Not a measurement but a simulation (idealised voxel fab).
process module | voxel capacitor over wiring
cross-section cut | 270 nm wide | cells 5 nm
A cross-section is a grid of square cells, given in bands from the top down. A band is one or more rows of cells.
Each band's line starts with the height of the band's top and of its bottom, in nm. Then come its materials from left to right, each with its width in nm. One material with "throughout" fills the band from edge to edge. "air" is empty space.
Height 0 is the level under which the wafer as received is all one material. The lowest band goes on downwards, as in "0 down".
A width such as "30 to 40" changes by the same amount from each row of cells to the next, from the band's top row to its bottom row.
"no change" after a step means that no cell of the cross-section changed.
closed voids: empty space of 8 cells or more with no open way to the top, each as width x height at its distance from the left edge, in nm
after a step's settings: what the simulator itself notes on the step
overlay nm, on a step with a mask: how far to the right of its planned place the mask lay; to the left if negative
plan
1 op RECEIVE | material Si
2 op CONFORMAL_DEP | material SiO2 | thk nm 15
3 op CONFORMAL_DEP | material SiN | thk nm 5
4 op DIRECTIONAL_DEP | material lowk | thk nm 15
5 op PATTERN | tone open | mask id METAL_1 | material resist | width nm 25 | pitch nm 85 | thk nm 15 | overlay nm 0
6 op DIRECTIONAL_ETCH | etch materials lowk | depth nm 15
7 op DIRECTIONAL_ETCH | etch materials SiN | depth nm 5
8 op STRIP | etch materials resist
9 op CONFORMAL_DEP | material TiN | thk nm 5
10 op FILL_DEP | material Cu | thk nm 10
11 op CMP | height nm 35
12 op CONFORMAL_DEP | material SiCN | thk nm 5
13 op DIRECTIONAL_DEP | material lowk | thk nm 20
14 op PATTERN | tone open | mask id PLUG_1 | material resist | width nm 15 | thk nm 15 | overlay nm 0
15 op DIRECTIONAL_ETCH | etch materials lowk | depth nm 20
16 op DIRECTIONAL_ETCH | etch materials SiCN | depth nm 5
17 op STRIP | etch materials resist
18 op EPI | material Ru | thk nm 10
19 op EPI | material Ru | thk nm 10
20 op EPI | material Ru | thk nm 5
21 op DIRECTIONAL_DEP | material TiN | thk nm 5
22 op DIRECTIONAL_DEP | material HfO2 | thk nm 5
23 op DIRECTIONAL_DEP | material TiN | thk nm 10
24 op DIRECTIONAL_DEP | material aC | thk nm 10
25 op PATTERN | tone cover | mask id UPPER_PLATE | material resist | width nm 65 | thk nm 30 | overlay nm 0
26 op DIRECTIONAL_ETCH | etch materials aC | depth nm 10
27 op STRIP | etch materials resist
28 op DIRECTIONAL_ETCH | etch materials TiN | depth nm 10
29 op DIRECTIONAL_ETCH | etch materials HfO2 | depth nm 5
30 op STRIP | etch materials aC
31 op DIRECTIONAL_DEP | material aC | thk nm 15
32 op PATTERN | tone cover | mask id LOWER_PLATE | material resist | width nm 75 | thk nm 35 | overlay nm 0
33 op DIRECTIONAL_ETCH | etch materials aC | depth nm 15
34 op STRIP | etch materials resist
35 op DIRECTIONAL_ETCH | etch materials TiN | depth nm 5
36 op STRIP | etch materials aC
37 op FILL_DEP | material SiO2 | thk nm 20
38 op CMP | height nm 95
39 op DIRECTIONAL_DEP | material aC | thk nm 10
40 op PATTERN | tone open | mask id PLUG_2 | material resist | width nm 15 | thk nm 25 | overlay nm 0
41 op DIRECTIONAL_ETCH | etch materials aC | depth nm 10
42 op STRIP | etch materials resist
43 op DIRECTIONAL_ETCH | etch materials SiO2 | depth nm 15
44 op STRIP | etch materials aC
45 op CONFORMAL_DEP | material TiN | thk nm 5
46 op FILL_DEP | material Cu | thk nm 5
47 op CMP | height nm 95
48 op CONFORMAL_DEP | material SiCN | thk nm 5
as received, after step 1
  0 down: Si throughout
  closed voids: none
first wafer at the end, as planned
  100 to 95: SiCN throughout
  95 to 85: SiO2 100 | TiN 5 | Cu 5 | TiN 5 | SiO2 155
  85 to 80: SiO2 100 | TiN 15 | SiO2 155
  80 to 70: SiO2 90 | TiN 65 | SiO2 115
  70 to 65: SiO2 90 | HfO2 65 | SiO2 115
  65 to 60: SiO2 85 | TiN 75 | SiO2 110
  60 to 40: lowk 90 | Ru 15 | lowk 165
  40 to 35: SiCN 90 | Ru 15 | SiCN 165
  35 to 20: lowk 80 | TiN 5 | Cu 15 | TiN 5 | lowk 60 | TiN 5 | Cu 15 | TiN 5 | lowk 80
  20 to 15: SiN 80 | TiN 25 | SiN 60 | TiN 25 | SiN 80
  15 to 0: SiO2 throughout
  0 down: Si throughout
  closed voids: none
second wafer at the end: like start, like plan, one mistake
  95 to 90: SiCN throughout
  90 to 85: SiO2 100 | TiN 5 | Cu 5 | TiN 5 | SiO2 155
  85 to 80: SiO2 100 | TiN 15 | SiO2 155
  80 to 70: SiO2 90 | TiN 65 | SiO2 115
  70 to 65: SiO2 90 | HfO2 65 | SiO2 115
  65 to 60: SiO2 85 | TiN 75 | SiO2 110
  60 to 40: lowk 90 | Ru 15 | lowk 165
  40 to 35: SiCN 90 | Ru 15 | SiCN 165
  35 to 20: lowk 80 | TiN 5 | Cu 15 | TiN 5 | lowk 60 | TiN 5 | Cu 15 | TiN 5 | lowk 80
  20 to 15: SiN 80 | TiN 25 | SiN 60 | TiN 25 | SiN 80
  15 to 0: SiO2 throughout
  0 down: Si throughout
  closed voids: none
what went wrong: step 47 ran as: op CMP | height nm 90
at the end the second wafer has, in cells: 1 fewer of Cu | 51 fewer of SiO2 | 2 fewer of TiN
